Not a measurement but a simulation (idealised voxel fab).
Herein follows the process module entitled voxel spacer lines.
In the cross-section labelled cut, the width is 225 nm and each square cell is 5 nm.
Cross-section, as written here: a square-cell grid given band by band from the top down, where a band holds one or more rows of cells.
Basically the band line says how high the top is and how high the bottom is, in nm, and then what's in it from left to right, every material with its width in nm. Empty space shows up as "air", and if a single material carries "edge to edge" it runs the full band edge to edge.
Heights are reckoned from 0. Under this level, the received wafer is all of one material. The bottommost band is open-ended downward, for example "0..down".
The expression "30 to 40" gives the width at the extremes of the band, the first number at its top row of cells and the second at its bottom row, with the width changing by equal amounts from each row to the next in between.
Step marked "left unchanged"? Then no cell in the cross-section changed in it.
Empty spaces counting at least 8 cells and having no open way to the top are listed in "Closed cavity list". The notation width x height at distance is used for each, the distance being from the left edge and all three values in nm.
Note: text after step settings on the step line = simulator remark on that step.
What "overlay nm" on a step's line means: if the step has a mask, that mask lay this far to the right of its planned place, or, when the value is negative, to the left.
# So here's the lineup of process steps we planned
- 1: RECEIVE: material Si
- 2: CONFORMAL_DEP: material Al2O3, thk nm 5
- 3: DIRECTIONAL_DEP: material SiN, thk nm 10
- 4: DIRECTIONAL_DEP: material polySi, thk nm 25
- 5: PATTERN: tone cover, mask id MANDREL, material resist, width nm 25, pitch nm 80, thk nm 30, overlay nm 0
- 6: DIRECTIONAL_ETCH: etch materials polySi, depth nm 25
- 7: STRIP: etch materials resist
- 8: CONFORMAL_DEP: material SiO2, thk nm 15
- 9: DIRECTIONAL_ETCH: etch materials SiO2, depth nm 15
- 10: STRIP: etch materials polySi
- 11: DIRECTIONAL_ETCH: etch materials SiN, depth nm 10
- 12: STRIP: etch materials SiO2
- 13: FILL_DEP: material SiO2, thk nm 5
- 14: CMP: height nm 15
# Delivered wafer in cross-section: state after step 1
* 0..down | Si edge to edge
* Closed cavity list: none
# Post-module cross-section of the first of two wafers (run per plan)
* 15..5 | SiO2=45 / SiN=15 / SiO2=25 / SiN=15 / SiO2=25 / SiN=15 / SiO2=25 / SiN=15 / SiO2=45
* 5..0 | Al2O3 edge to edge
* 0..down | Si edge to edge
* Closed cavity list: none
# Second wafer cross-section at end of module - shared start and plan with the first, one mistake in the run
* 15..5 | SiO2=35 / SiN=15 / SiO2=25 / SiN=15 / SiO2=25 / SiN=15 / SiO2=25 / SiN=15 / SiO2=55
* 5..0 | Al2O3 edge to edge
* 0..down | Si edge to edge
* Closed cavity list: none
Deviation noted in wafer processing: in deviation from the planned setting, step 5 was conducted as PATTERN: tone cover, mask id MANDREL, material resist, width nm 25, pitch nm 80, thk nm 30, overlay nm -10
Both wafers, final: cells per material equal; arrangement not.
